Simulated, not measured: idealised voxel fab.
process module | voxel capacitor over wiring
cross-section cut | 240 nm wide | cells 5 nm
A cross-section is a grid of square cells, given in bands from the top down. A band is one or more rows of cells.
Each band's line starts with the height of the band's top and of its bottom, in nm. Then come its materials from left to right, each with its width in nm. One material with "throughout" fills the band from edge to edge. "air" is empty space.
Height 0 is the level under which the wafer as received is all one material. The lowest band goes on downwards, as in "0 down".
A width such as "30 to 40" changes by the same amount from each row of cells to the next, from the band's top row to its bottom row.
"no change" after a step means that no cell of the cross-section changed.
closed voids: empty space of 8 cells or more with no open way to the top, each as width x height at its distance from the left edge, in nm
after a step's settings: what the simulator itself notes on the step
overlay nm, on a step with a mask: how far to the right of its planned place the mask lay; to the left if negative
plan
1 op RECEIVE | material Si
2 op CONFORMAL_DEP | material SiO2 | thk nm 15
3 op CONFORMAL_DEP | material SiCN | thk nm 5
4 op DIRECTIONAL_DEP | material SiO2 | thk nm 15
5 op PATTERN | tone open | mask id METAL_1 | material resist | width nm 25 | pitch nm 85 | thk nm 15 | overlay nm 0
6 op DIRECTIONAL_ETCH | etch materials SiO2 | depth nm 15
7 op DIRECTIONAL_ETCH | etch materials SiCN | depth nm 5
8 op STRIP | etch materials resist
9 op CONFORMAL_DEP | material TiN | thk nm 5
10 op FILL_DEP | material Ru | thk nm 10
11 op CMP | height nm 35
12 op CONFORMAL_DEP | material SiCN | thk nm 5
13 op DIRECTIONAL_DEP | material lowk | thk nm 10
14 op PATTERN | tone open | mask id PLUG_1 | material resist | width nm 15 | thk nm 20 | overlay nm 0
15 op DIRECTIONAL_ETCH | etch materials lowk | depth nm 10
16 op DIRECTIONAL_ETCH | etch materials SiCN | depth nm 5
17 op STRIP | etch materials resist
18 op EPI | material Ru | thk nm 10
19 op EPI | material Ru | thk nm 5
20 op DIRECTIONAL_DEP | material TiN | thk nm 5
21 op DIRECTIONAL_DEP | material Al2O3 | thk nm 5
22 op DIRECTIONAL_DEP | material TiN | thk nm 5
23 op DIRECTIONAL_DEP | material aC | thk nm 15
24 op PATTERN | tone cover | mask id UPPER_PLATE | material resist | width nm 65 | thk nm 30 | overlay nm 0
25 op DIRECTIONAL_ETCH | etch materials aC | depth nm 15
26 op STRIP | etch materials resist
27 op DIRECTIONAL_ETCH | etch materials TiN | depth nm 5
28 op DIRECTIONAL_ETCH | etch materials Al2O3 | depth nm 5
29 op STRIP | etch materials aC
30 op PATTERN | tone cover | mask id LOWER_PLATE | material resist | width nm 75 | thk nm 20 | overlay nm 0
31 op DIRECTIONAL_ETCH | etch materials TiN | depth nm 5
32 op STRIP | etch materials resist
33 op FILL_DEP | material SiO2 | thk nm 15
34 op CMP | height nm 75
35 op DIRECTIONAL_DEP | material aC | thk nm 15
36 op PATTERN | tone open | mask id PLUG_2 | material resist | width nm 15 | thk nm 35 | overlay nm 0
37 op DIRECTIONAL_ETCH | etch materials aC | depth nm 15
38 op STRIP | etch materials resist
39 op DIRECTIONAL_ETCH | etch materials SiO2 | depth nm 10
40 op STRIP | etch materials aC
41 op CONFORMAL_DEP | material TiN | thk nm 5
42 op FILL_DEP | material W | thk nm 5
43 op CMP | height nm 75
44 op CONFORMAL_DEP | material SiCN | thk nm 5
as received, after step 1
  0 down: Si throughout
  closed voids: none
a wafer at the end: this start, this plan, one mistake
  80 to 75: SiCN throughout
  75 to 70: SiO2 85 | TiN 5 | W 5 | TiN 5 | SiO2 140
  70 to 60: SiO2 85 to 75 | TiN 15 to 65 | SiO2 140 to 100
  60 to 55: SiO2 75 | Al2O3 65 | SiO2 100
  55 to 50: SiO2 70 | TiN 75 | SiO2 95
  50 to 40: lowk 75 | Ru 15 | lowk 150
  40 to 35: SiCN 75 | Ru 15 | SiCN 150
  35 to 25: SiO2 65 | TiN 5 | Ru 15 | TiN 5 | SiO2 60 | TiN 5 | Ru 15 | TiN 5 | SiO2 65
  25 to 20: SiO2 65 | TiN 25 | SiO2 60 | TiN 25 | SiO2 65
  20 to 5: SiO2 throughout
  5 to 0: SiCN throughout
  0 down: Si throughout
  closed voids: none
what went wrong: steps 2 and 3 were swapped
